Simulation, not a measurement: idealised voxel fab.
The process module presented herein is designated voxel transistor to metal.
This is section cut - it's 190 nm across, gridded in 5 nm square cells.
When this document writes out a cross-section, it uses a grid of square cells and lists it as bands, beginning at the top and moving down, with a band standing for one or more rows of cells. It is stipulated that each band's entry specify, in nanometres, the height of the top of the band and then that of its bottom, followed by the materials of the band in left-to-right sequence, each together with its width in nanometres. A single material marked by the word "edge to edge" is understood to fill the band from edge to edge; the word "empty" is understood to denote empty space. Convention: height 0 is the level below which the wafer, as received, is all one material. The lowest band does not terminate at the bottom but continues downward, represented as "z 0 and below". A width such as "30 to 40" changes by the same amount from each row of cells to the next, from the band's top row to its bottom row. No cell of the cross-section changed in a step that is given as "remains unaltered". Reported under the label "Internal closed voids" are the empty spaces having no open way to the top and comprising 8 cells or more; the notation for each is width x height at distance, in which the distance is measured from the left edge and all three values are in nm. Note: text after step settings on the step line = simulator remark on that step. When a step includes a mask, the "overlay nm" setting on its line states how far to the right of its planned place that mask lay, and negative values state how far to the left.
## The following list gives the planned process steps
| 1 | RECEIVE with material Si |
| 2 | OXIDIZE with depth nm 5 |
| 3 | CONFORMAL_DEP with material SiN, thk nm 15 |
| 4 | MASKED_ETCH with tone cover, mask id ACTIVE, width nm 95, etch materials SiN, depth nm 15, overlay nm 0 |
| 5 | MASKED_ETCH with tone cover, mask id ACTIVE, width nm 95, etch materials SiO2, depth nm 5, overlay nm 0 |
| 6 | MASKED_ETCH with tone cover, mask id ACTIVE, width nm 95, etch materials Si, depth nm 20, overlay nm 0 |
| 7 | OXIDIZE with depth nm 5 |
| 8 | FILL_DEP with material SiO2, thk nm 5 |
| 9 | CMP with height nm 5 |
| 10 | SELECTIVE_ETCH with etch materials SiO2, depth nm 15 |
| 11 | STRIP with etch materials SiN |
| 12 | SELECTIVE_ETCH with etch materials SiO2, depth nm 5 |
| 13 | OXIDIZE with depth nm 5 |
| 14 | DIRECTIONAL_DEP with material polySi, thk nm 25 |
| 15 | DIRECTIONAL_DEP with material SiCN, thk nm 15 |
| 16 | PATTERN with tone cover, mask id GATE, material resist, width nm 15, thk nm 15, overlay nm 0 |
| 17 | DIRECTIONAL_ETCH with etch materials SiCN, depth nm 25 |
| 18 | DIRECTIONAL_ETCH with etch materials polySi, depth nm 35 |
| 19 | STRIP with etch materials resist |
| 20 | CONFORMAL_DEP with material SiO2, thk nm 5 |
| 21 | DIRECTIONAL_ETCH with etch materials SiO2, depth nm 5 |
| 22 | CONFORMAL_DEP with material SiN, thk nm 5 |
| 23 | DIRECTIONAL_ETCH with etch materials SiN, depth nm 5 |
| 24 | DIRECTIONAL_ETCH with etch materials SiO2, depth nm 5 |
| 25 | DIRECTIONAL_ETCH with etch materials Si, depth nm 15 |
| 26 | EPI with material SiGe, thk nm 15 |
| 27 | FILL_DEP with material SiO2, thk nm 5 |
| 28 | CMP with height nm 35 |
| 29 | DIRECTIONAL_DEP with material SiO2, thk nm 10 |
| 30 | DIRECTIONAL_DEP with material aC, thk nm 15 |
| 31 | PATTERN with tone open, mask id CONTACT, material resist, width nm 25, pitch nm 50, thk nm 35, overlay nm 0 |
| 32 | DIRECTIONAL_ETCH with etch materials aC, depth nm 15 |
| 33 | STRIP with etch materials resist |
| 34 | DIRECTIONAL_ETCH with etch materials SiO2, depth nm 55 |
| 35 | STRIP with etch materials aC |
| 36 | CONFORMAL_DEP with material TiN, thk nm 5 |
| 37 | FILL_DEP with material Ru, thk nm 5 |
| 38 | CMP with height nm 45 |
| 39 | CONFORMAL_DEP with material SiN, thk nm 5 |
| 40 | DIRECTIONAL_DEP with material lowk, thk nm 20 |
| 41 | PATTERN with tone open, mask id METAL_1, material resist, width nm 15, pitch nm 60, thk nm 15, overlay nm 0 |
| 42 | DIRECTIONAL_ETCH with etch materials lowk, depth nm 20 |
| 43 | DIRECTIONAL_ETCH with etch materials SiN, depth nm 5 |
| 44 | STRIP with etch materials resist |
| 45 | CONFORMAL_DEP with material TiN, thk nm 5 |
| 46 | FILL_DEP with material Cu, thk nm 10 |
| 47 | CMP with height nm 70 |
| 48 | CONFORMAL_DEP with material SiN, thk nm 5 |
varied across the wafers: height nm of step 9. The plan shows the first wafer's value. All wafers start alike
## Cross-section of the first of several wafers on receipt, reflecting completion of step 1
* z 0 and below  Si edge to edge
* Internal closed voids: none
## each wafer at the end: cells of each material gained (+) or lost (-) since it was received, then its closed voids
height nm 5 | +8 Cu | +30 Ru | -188 Si | +9 SiCN | +46 SiGe | +90 SiN | +368 SiO2 | +64 TiN | +128 lowk | +15 polySi | Internal closed voids: none
height nm 10 | +8 Cu | +30 Ru | -186 Si | +9 SiCN | +54 SiGe | +88 SiN | +362 SiO2 | +62 TiN | +128 lowk | +15 polySi | Internal closed voids: none
height nm 15 | +8 Cu | +30 Ru | -190 Si | +9 SiCN | +48 SiGe | +86 SiN | +370 SiO2 | +66 TiN | +128 lowk | +15 polySi | Internal closed voids: none
height nm 20 | +8 Cu | +30 Ru | -190 Si | +9 SiCN | +48 SiGe | +88 SiN | +368 SiO2 | +66 TiN | +128 lowk | +15 polySi | Internal closed voids: none
